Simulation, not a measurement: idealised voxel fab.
Process module under the name voxel trench capacitor
Square cell edge 5 nm, section width 300 nm, ID cut.
Think of the cross-section as a grid of square cells. We describe it in bands, top to bottom, and each band covers one or more rows of those cells. The band entry comprises the height of the band's top followed by the height of its bottom, expressed in nm, and subsequently the band's materials from left to right, each stated together with its width in nm. Where a single material is marked with the word "everywhere", that material fills the band from edge to edge. The word "air" represents empty space. Height is counted from the level 0, under which the received wafer is composed throughout of one material. The lowest of the bands is not closed at the bottom but continues downward, in the notation "0 down". It should be noted that a width expressed as "30->40" varies in equal increments from row to row of cells within the band, taking the value of the first number at the top row and that of the second number at the bottom row. The designation "remained unchanged", where it is given for a processing step, indicates that no cell of the cross-section was altered in the course of that step. Empty spaces without an open route to the top, at least 8 cells in extent, make up the entry "Closed void inventory"; each is given as width x height at distance, where the distance is measured from the left edge, and all are in nm. Heads up: the bit after the settings on a step's line is the simulator's remark on that step. overlay nm: mask offset rightward from planned place, masked step; negative means leftward offset.

Steps planned for the process:
1 RECEIVE: material Si
2 CONFORMAL_DEP: material SiN, thk nm 10
3 PATTERN: tone open, mask id TRENCH, material resist, width nm 15, pitch nm 40, thk nm 20, overlay nm 0
4 DIRECTIONAL_ETCH: etch materials SiN, depth nm 10
5 DIRECTIONAL_ETCH: etch materials Si, depth nm 25
6 STRIP: etch materials resist
7 CONFORMAL_DEP: material Al2O3, thk nm 5
8 FILL_DEP: material polySi, thk nm 5
9 CMP: height nm 10

Account of the first of two wafers, which was processed as intended:

Incoming wafer in cross-section (state: after step 1):
> 0 down: Si everywhere
> Closed void inventory: none

After step 2, in cross-section:
> 10 to 0: SiN everywhere
> Anything lower than 0 is untouched.

After step 3, in cross-section:
> 30 to 10: resist 80; air 15; resist 25; air 15; resist 25; air 15; resist 25; air 15; resist 85
> Anything lower than 10 is untouched.

After step 4, in cross-section:
> 30 to 10: resist 80; air 15; resist 25; air 15; resist 25; air 15; resist 25; air 15; resist 85
> 10 to 0: SiN 80; air 15; SiN 25; air 15; SiN 25; air 15; SiN 25; air 15; SiN 85
> Anything lower than 0 is untouched.

After step 5, in cross-section:
> 30 to 10: resist 80; air 15; resist 25; air 15; resist 25; air 15; resist 25; air 15; resist 85
> 10 to 0: SiN 80; air 15; SiN 25; air 15; SiN 25; air 15; SiN 25; air 15; SiN 85
> 0 to -25: Si 80; air 15; Si 25; air 15; Si 25; air 15; Si 25; air 15; Si 85
> Anything lower than -25 is untouched.

After step 6, in cross-section:
> 10 to 0: SiN 80; air 15; SiN 25; air 15; SiN 25; air 15; SiN 25; air 15; SiN 85
> Anything lower than 0 is untouched.

After step 7, in cross-section:
> 15 to 10: Al2O3 85; air 5; Al2O3 35; air 5; Al2O3 35; air 5; Al2O3 35; air 5; Al2O3 90
> 10 to 0: SiN 80; Al2O3 5; air 5; Al2O3 5; SiN 25; Al2O3 5; air 5; Al2O3 5; SiN 25; Al2O3 5; air 5; Al2O3 5; SiN 25; Al2O3 5; air 5; Al2O3 5; SiN 85
> 0 to -20: Si 80; Al2O3 5; air 5; Al2O3 5; Si 25; Al2O3 5; air 5; Al2O3 5; Si 25; Al2O3 5; air 5; Al2O3 5; Si 25; Al2O3 5; air 5; Al2O3 5; Si 85
> -20 to -25: Si 80; Al2O3 15; Si 25; Al2O3 15; Si 25; Al2O3 15; Si 25; Al2O3 15; Si 85
> Anything lower than -25 is untouched.

After step 8, in cross-section:
> 20 to 15: polySi everywhere
> 15 to 10: Al2O3 85; polySi 5; Al2O3 35; polySi 5; Al2O3 35; polySi 5; Al2O3 35; polySi 5; Al2O3 90
> 10 to 0: SiN 80; Al2O3 5; polySi 5; Al2O3 5; SiN 25; Al2O3 5; polySi 5; Al2O3 5; SiN 25; Al2O3 5; polySi 5; Al2O3 5; SiN 25; Al2O3 5; polySi 5; Al2O3 5; SiN 85
> 0 to -20: Si 80; Al2O3 5; polySi 5; Al2O3 5; Si 25; Al2O3 5; polySi 5; Al2O3 5; Si 25; Al2O3 5; polySi 5; Al2O3 5; Si 25; Al2O3 5; polySi 5; Al2O3 5; Si 85
> Anything lower than -20 is untouched.

After step 9, in cross-section:
> 10 to 0: SiN 80; Al2O3 5; polySi 5; Al2O3 5; SiN 25; Al2O3 5; polySi 5; Al2O3 5; SiN 25; Al2O3 5; polySi 5; Al2O3 5; SiN 25; Al2O3 5; polySi 5; Al2O3 5; SiN 85
> Anything lower than 0 is untouched.

The remaining wafer, second of the two, started like the first and was run to the same plan, except that one mistake was made along the way; the two coincide through step 1, inclusive:

Look at the second wafer in cross-section at the time step 2 ought to have finished:
> 10 to 0: Al2O3 everywhere
> Anything lower than 0 is untouched.

Look at the second wafer in cross-section at the time step 3 ought to have finished:
> 30 to 10: resist 80; air 15; resist 25; air 15; resist 25; air 15; resist 25; air 15; resist 85
> Anything lower than 10 is untouched.

Look at the second wafer in cross-section at the time step 4 ought to have finished: remained unchanged

Look at the second wafer in cross-section at the time step 5 ought to have finished: remained unchanged

Look at the second wafer in cross-section at the time step 6 ought to have finished:
> 10 to 0: Al2O3 everywhere
> Anything lower than 0 is untouched.

Look at the second wafer in cross-section at the time step 7 ought to have finished:
> 15 to 0: Al2O3 everywhere
> Anything lower than 0 is untouched.

Look at the second wafer in cross-section at the time step 8 ought to have finished:
> 20 to 15: polySi everywhere
> Anything lower than 15 is untouched.

Look at the second wafer in cross-section at the time step 9 ought to have finished:
> 10 to 0: Al2O3 everywhere
> Anything lower than 0 is untouched.
The plan and the run diverged here: not per plan at step 2, really ran CONFORMAL_DEP: material Al2O3, thk nm 10
The second wafer ends with more or fewer cells of some materials than the first, per final count: +60 Al2O3, +60 Si, -96 SiN, -24 polySi
